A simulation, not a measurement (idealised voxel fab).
A process module follows: voxel trench capacitor.
Cross-section cut spans 160 nm and uses square cells 5 nm in size.
Cross-section layout: square cells on a grid; listed as bands, top to bottom; a band spans one or more cell rows. Per band: top height and bottom height in nm, followed by the left-to-right materials and their widths in nm; "everywhere" marks a single material spanning edge to edge, "empty" marks empty space. Beneath 0, the wafer as received is one material, and that level is where height counting begins. The lowest band goes on downward without a bottom; it is written like "0 down". It should be noted that a width expressed as "30->40" varies in equal increments from row to row of cells within the band, taking the value of the first number at the top row and that of the second number at the bottom row. It should be understood that the words "nothing got changed", when stated for a given step, signify that the cross-section underwent no change in any of its cells during that step. Look at "Sealed-off cavities" for the closed voids: empty spaces with no open path to the top, sized 8 cells or up. Each is width x height at distance, distance from the left edge, all nm. Formally, on a step line, whatever follows the settings is a remark that the simulator itself makes on the step. Steps that use a mask can have "overlay nm" on their line. It says how far the mask sat to the right of where it was meant to be. Negative means to the left.
## Process steps - plan
1: RECEIVE (material Si)
2: CONFORMAL_DEP (material SiN; thk nm 5)
3: PATTERN (tone open; mask id TRENCH; material resist; width nm 25; pitch nm 40; thk nm 15; overlay nm 0)
4: DIRECTIONAL_ETCH (etch materials SiN; depth nm 5)
5: DIRECTIONAL_ETCH (etch materials Si; depth nm 25)
6: STRIP (etch materials resist)
7: CONFORMAL_DEP (material Al2O3; thk nm 5)
8: CONFORMAL_DEP (material TiN; thk nm 5)
9: FILL_DEP (material W; thk nm 5)
10: CMP (height nm 5)
## This is the cross-section of the wafer as we received it, i.e. after step 1
> 0 down | Si everywhere
> Sealed-off cavities: none
## Sectioned view, first of two wafers, at the close of the module, processed as intended in the plan
> 5 to 0 | SiN 45 nm; Al2O3 5 nm; TiN 5 nm; W 5 nm; TiN 5 nm; Al2O3 5 nm; SiN 15 nm; Al2O3 5 nm; TiN 5 nm; W 5 nm; TiN 5 nm; Al2O3 5 nm; SiN 50 nm
> 0 to -15 | Si 45 nm; Al2O3 5 nm; TiN 5 nm; W 5 nm; TiN 5 nm; Al2O3 5 nm; Si 15 nm; Al2O3 5 nm; TiN 5 nm; W 5 nm; TiN 5 nm; Al2O3 5 nm; Si 50 nm
> -15 to -20 | Si 45 nm; Al2O3 5 nm; TiN 15 nm; Al2O3 5 nm; Si 15 nm; Al2O3 5 nm; TiN 15 nm; Al2O3 5 nm; Si 50 nm
> -20 to -25 | Si 45 nm; Al2O3 25 nm; Si 15 nm; Al2O3 25 nm; Si 50 nm
> -25 down | Si everywhere
> Sealed-off cavities: none
## Second wafer through the module, sectioned at the end: same beginning and same plan as the first wafer, with one mistake in carrying it out
> 5 to 0 | SiN 50 nm; Al2O3 5 nm; TiN 5 nm; W 5 nm; TiN 5 nm; Al2O3 5 nm; SiN 15 nm; Al2O3 5 nm; TiN 5 nm; W 5 nm; TiN 5 nm; Al2O3 5 nm; SiN 45 nm
> 0 to -15 | Si 50 nm; Al2O3 5 nm; TiN 5 nm; W 5 nm; TiN 5 nm; Al2O3 5 nm; Si 15 nm; Al2O3 5 nm; TiN 5 nm; W 5 nm; TiN 5 nm; Al2O3 5 nm; Si 45 nm
> -15 to -20 | Si 50 nm; Al2O3 5 nm; TiN 15 nm; Al2O3 5 nm; Si 15 nm; Al2O3 5 nm; TiN 15 nm; Al2O3 5 nm; Si 45 nm
> -20 to -25 | Si 50 nm; Al2O3 25 nm; Si 15 nm; Al2O3 25 nm; Si 45 nm
> -25 down | Si everywhere
> Sealed-off cavities: none
Run error: step 3 changed vs plan, executed as PATTERN (tone open; mask id TRENCH; material resist; width nm 25; pitch nm 40; thk nm 15; overlay nm 5)
In the final comparison it is observed that the number of cells assigned to each material is identical for the two wafers, whereas their placement is not.
